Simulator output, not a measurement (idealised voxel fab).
process module | voxel gate over fins
cross-section cut | 250 nm wide | cells 5 nm
A cross-section is a grid of square cells, given in bands from the top down. A band is one or more rows of cells.
Each band's line starts with the height of the band's top and of its bottom, in nm. Then come its materials from left to right, each with its width in nm. One material with "throughout" fills the band from edge to edge. "air" is empty space.
Height 0 is the level under which the wafer as received is all one material. The lowest band goes on downwards, as in "0 down".
A width such as "30 to 40" changes by the same amount from each row of cells to the next, from the band's top row to its bottom row.
"no change" after a step means that no cell of the cross-section changed.
closed voids: empty space of 8 cells or more with no open way to the top, each as width x height at its distance from the left edge, in nm
after a step's settings: what the simulator itself notes on the step
overlay nm, on a step with a mask: how far to the right of its planned place the mask lay; to the left if negative
plan
1 op RECEIVE | material Si
2 op CONFORMAL_DEP | material SiN | thk nm 5
3 op PATTERN | tone cover | mask id FINS | material resist | width nm 15 | pitch nm 40 | thk nm 15 | overlay nm 0
4 op DIRECTIONAL_ETCH | etch materials SiN | depth nm 5
5 op DIRECTIONAL_ETCH | etch materials Si | depth nm 35
6 op STRIP | etch materials resist
7 op FILL_DEP | material SiO2 | thk nm 15
8 op CMP | height nm 5
9 op SELECTIVE_ETCH | etch materials SiO2 | depth nm 15
10 op STRIP | etch materials SiN
11 op CONFORMAL_DEP | material HfO2 | thk nm 5
12 op CONFORMAL_DEP | material TiN | thk nm 5
13 op CONFORMAL_DEP | material TiAl | thk nm 5
14 op CONFORMAL_DEP | material TiN | thk nm 5
15 op FILL_DEP | material W | thk nm 10
16 op CMP | height nm 25
17 op CONFORMAL_DEP | material SiN | thk nm 10
first wafer, as planned
as received, after step 1
  0 down: Si throughout
  closed voids: none
after step 2
  5 to 0: SiN throughout
  below 0: unchanged
after step 3
  20 to 5: air 55 | resist 15 | air 25 | resist 15 | air 25 | resist 15 | air 25 | resist 15 | air 60
  below 5: unchanged
after step 4
  20 to 5: air 55 | resist 15 | air 25 | resist 15 | air 25 | resist 15 | air 25 | resist 15 | air 60
  5 to 0: air 55 | SiN 15 | air 25 | SiN 15 | air 25 | SiN 15 | air 25 | SiN 15 | air 60
  below 0: unchanged
after step 5
  20 to 5: air 55 | resist 15 | air 25 | resist 15 | air 25 | resist 15 | air 25 | resist 15 | air 60
  5 to 0: air 55 | SiN 15 | air 25 | SiN 15 | air 25 | SiN 15 | air 25 | SiN 15 | air 60
  0 to -35: air 55 | Si 15 | air 25 | Si 15 | air 25 | Si 15 | air 25 | Si 15 | air 60
  below -35: unchanged
after step 6
  5 to 0: air 55 | SiN 15 | air 25 | SiN 15 | air 25 | SiN 15 | air 25 | SiN 15 | air 60
  below 0: unchanged
after step 7
  20 to 5: SiO2 throughout
  5 to 0: SiO2 55 | SiN 15 | SiO2 25 | SiN 15 | SiO2 25 | SiN 15 | SiO2 25 | SiN 15 | SiO2 60
  0 to -35: SiO2 55 | Si 15 | SiO2 25 | Si 15 | SiO2 25 | Si 15 | SiO2 25 | Si 15 | SiO2 60
  below -35: unchanged
after step 8
  5 to 0: SiO2 55 | SiN 15 | SiO2 25 | SiN 15 | SiO2 25 | SiN 15 | SiO2 25 | SiN 15 | SiO2 60
  below 0: unchanged
after step 9
  5 to 0: air 55 | SiN 15 | air 25 | SiN 15 | air 25 | SiN 15 | air 25 | SiN 15 | air 60
  0 to -10: air 55 | Si 15 | air 25 | Si 15 | air 25 | Si 15 | air 25 | Si 15 | air 60
  below -10: unchanged
after step 10
  0 to -10: air 55 | Si 15 | air 25 | Si 15 | air 25 | Si 15 | air 25 | Si 15 | air 60
  below -10: unchanged
after step 11
  5 to 0: air 50 | HfO2 25 | air 15 | HfO2 25 | air 15 | HfO2 25 | air 15 | HfO2 25 | air 55
  0 to -5: air 50 | HfO2 5 | Si 15 | HfO2 5 | air 15 | HfO2 5 | Si 15 | HfO2 5 | air 15 | HfO2 5 | Si 15 | HfO2 5 | air 15 | HfO2 5 | Si 15 | HfO2 5 | air 55
  -5 to -10: HfO2 55 | Si 15 | HfO2 25 | Si 15 | HfO2 25 | Si 15 | HfO2 25 | Si 15 | HfO2 60
  below -10: unchanged
after step 12
  10 to 5: air 45 | TiN 35 | air 5 | TiN 35 | air 5 | TiN 35 | air 5 | TiN 35 | air 50
  5 to 0: air 45 | TiN 5 | HfO2 25 | TiN 5 | air 5 | TiN 5 | HfO2 25 | TiN 5 | air 5 | TiN 5 | HfO2 25 | TiN 5 | air 5 | TiN 5 | HfO2 25 | TiN 5 | air 50
  0 to -5: TiN 50 | HfO2 5 | Si 15 | HfO2 5 | TiN 15 | HfO2 5 | Si 15 | HfO2 5 | TiN 15 | HfO2 5 | Si 15 | HfO2 5 | TiN 15 | HfO2 5 | Si 15 | HfO2 5 | TiN 55
  below -5: unchanged
after step 13
  15 to 10: air 40 | TiAl 165 | air 45
  10 to 5: air 40 | TiAl 5 | TiN 35 | TiAl 5 | TiN 35 | TiAl 5 | TiN 35 | TiAl 5 | TiN 35 | TiAl 5 | air 45
  5 to 0: TiAl 45 | TiN 5 | HfO2 25 | TiN 5 | TiAl 5 | TiN 5 | HfO2 25 | TiN 5 | TiAl 5 | TiN 5 | HfO2 25 | TiN 5 | TiAl 5 | TiN 5 | HfO2 25 | TiN 5 | TiAl 50
  below 0: unchanged
after step 14
  20 to 15: air 35 | TiN 175 | air 40
  15 to 10: air 35 | TiN 5 | TiAl 165 | TiN 5 | air 40
  10 to 5: TiN 40 | TiAl 5 | TiN 35 | TiAl 5 | TiN 35 | TiAl 5 | TiN 35 | TiAl 5 | TiN 35 | TiAl 5 | TiN 45
  below 5: unchanged
after step 15
  30 to 20: W throughout
  20 to 15: W 35 | TiN 175 | W 40
  15 to 10: W 35 | TiN 5 | TiAl 165 | TiN 5 | W 40
  below 10: unchanged
after step 16
  25 to 20: W throughout
  below 20: unchanged
after step 17
  35 to 25: SiN throughout
  below 25: unchanged
second wafer: like start, like plan, one mistake. Through step 10 it matches the first wafer
when step 11 should have ended
  5 to 0: air 50 | TiN 25 | air 15 | TiN 25 | air 15 | TiN 25 | air 15 | TiN 25 | air 55
  0 to -5: air 50 | TiN 5 | Si 15 | TiN 5 | air 15 | TiN 5 | Si 15 | TiN 5 | air 15 | TiN 5 | Si 15 | TiN 5 | air 15 | TiN 5 | Si 15 | TiN 5 | air 55
  -5 to -10: TiN 55 | Si 15 | TiN 25 | Si 15 | TiN 25 | Si 15 | TiN 25 | Si 15 | TiN 60
  below -10: unchanged
when step 12 should have ended
  10 to 5: air 45 | HfO2 35 | air 5 | HfO2 35 | air 5 | HfO2 35 | air 5 | HfO2 35 | air 50
  5 to 0: air 45 | HfO2 5 | TiN 25 | HfO2 5 | air 5 | HfO2 5 | TiN 25 | HfO2 5 | air 5 | HfO2 5 | TiN 25 | HfO2 5 | air 5 | HfO2 5 | TiN 25 | HfO2 5 | air 50
  0 to -5: HfO2 50 | TiN 5 | Si 15 | TiN 5 | HfO2 15 | TiN 5 | Si 15 | TiN 5 | HfO2 15 | TiN 5 | Si 15 | TiN 5 | HfO2 15 | TiN 5 | Si 15 | TiN 5 | HfO2 55
  below -5: unchanged
when step 13 should have ended
  15 to 10: air 40 | TiAl 165 | air 45
  10 to 5: air 40 | TiAl 5 | HfO2 35 | TiAl 5 | HfO2 35 | TiAl 5 | HfO2 35 | TiAl 5 | HfO2 35 | TiAl 5 | air 45
  5 to 0: TiAl 45 | HfO2 5 | TiN 25 | HfO2 5 | TiAl 5 | HfO2 5 | TiN 25 | HfO2 5 | TiAl 5 | HfO2 5 | TiN 25 | HfO2 5 | TiAl 5 | HfO2 5 | TiN 25 | HfO2 5 | TiAl 50
  below 0: unchanged
when step 14 should have ended
  20 to 15: air 35 | TiN 175 | air 40
  15 to 10: air 35 | TiN 5 | TiAl 165 | TiN 5 | air 40
  10 to 5: TiN 40 | TiAl 5 | HfO2 35 | TiAl 5 | HfO2 35 | TiAl 5 | HfO2 35 | TiAl 5 | HfO2 35 | TiAl 5 | TiN 45
  below 5: unchanged
when step 15 should have ended
  30 to 20: W throughout
  20 to 15: W 35 | TiN 175 | W 40
  15 to 10: W 35 | TiN 5 | TiAl 165 | TiN 5 | W 40
  below 10: unchanged
when step 16 should have ended
  25 to 20: W throughout
  below 20: unchanged
when step 17 should have ended
  35 to 25: SiN throughout
  below 25: unchanged
what went wrong: steps 11 and 12 were swapped
at the end the second wafer has, in cells: as many of each material as the first, in other places
